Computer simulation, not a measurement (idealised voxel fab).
The following is a process module called voxel spacer lines.
Section cut is 220 nm wide and gridded with 5 nm square cells.
We lay out every cross-section as a grid of square cells and spell it out in bands from the top down, where one band means one or more rows of cells. Heads up on the band format: heights come first, top then bottom, in nm. After that it's the materials left to right, each with its width in nm. A single material flagged "all across" fills the whole band edge to edge, and "empty" means there's empty space there. The reference from which all heights are counted is 0, the level beneath which the as-received wafer is entirely one material; the lowest band, having no lower bound, proceeds downward and is written after the example "0 nm and below". Width "30..40": first value at the band's top row of cells, second value at its bottom row, equal change from row to row. "left unchanged" (step): cross-section cells unchanged, all of them. If an empty space has no open way to the top and is at least 8 cells in size, "Fully sealed voids" lists it, written width x height at distance, where distance is measured from the left edge and every value is in nm. Whatever follows a step's settings on its line is a remark the simulator itself makes about that step. "overlay nm" on a masked step: distance the mask lay right of its planned place, negative for left.
Planned process steps:
step 1: RECEIVE,material Si
step 2: CONFORMAL_DEP,material Al2O3,thk nm 5
step 3: DIRECTIONAL_DEP,material TiN,thk nm 20
step 4: DIRECTIONAL_DEP,material aC,thk nm 30
step 5: PATTERN,tone cover,mask id MANDREL,material resist,width nm 20,pitch nm 70,thk nm 40,overlay nm 0
step 6: DIRECTIONAL_ETCH,etch materials aC,depth nm 30
step 7: STRIP,etch materials resist
step 8: CONFORMAL_DEP,material SiN,thk nm 15
step 9: DIRECTIONAL_ETCH,etch materials SiN,depth nm 15
step 10: STRIP,etch materials aC
step 11: DIRECTIONAL_ETCH,etch materials TiN,depth nm 20
step 12: STRIP,etch materials SiN
Cross-section of the wafer at receipt, which is the condition after step 1:
  0 nm and below: Si all across
  Fully sealed voids: none
first wafer at the end, as planned:
  25 nm to 5 nm: empty: 15  TiN: 15  empty: 20  TiN: 15  empty: 20  TiN: 15  empty: 20  TiN: 15  empty: 20  TiN: 15  empty: 20  TiN: 15  empty: 15
  5 nm to 0 nm: Al2O3 all across
  0 nm and below: Si all across
  Fully sealed voids: none
Second wafer through the module, sectioned at the end: same beginning and same plan as the first wafer, with one mistake in carrying it out:
  45 nm to 25 nm: empty: 15  TiN: 15  empty: 20  TiN: 15  empty: 20  TiN: 15  empty: 20  TiN: 15  empty: 20  TiN: 15  empty: 20  TiN: 15  empty: 15
  25 nm to 5 nm: TiN all across
  5 nm to 0 nm: Al2O3 all across
  0 nm and below: Si all across
  Fully sealed voids: none
what went wrong: step 3, plan: ran twice
Final difference in cells, second wafer against first, listed per material as more or fewer: TiN +176
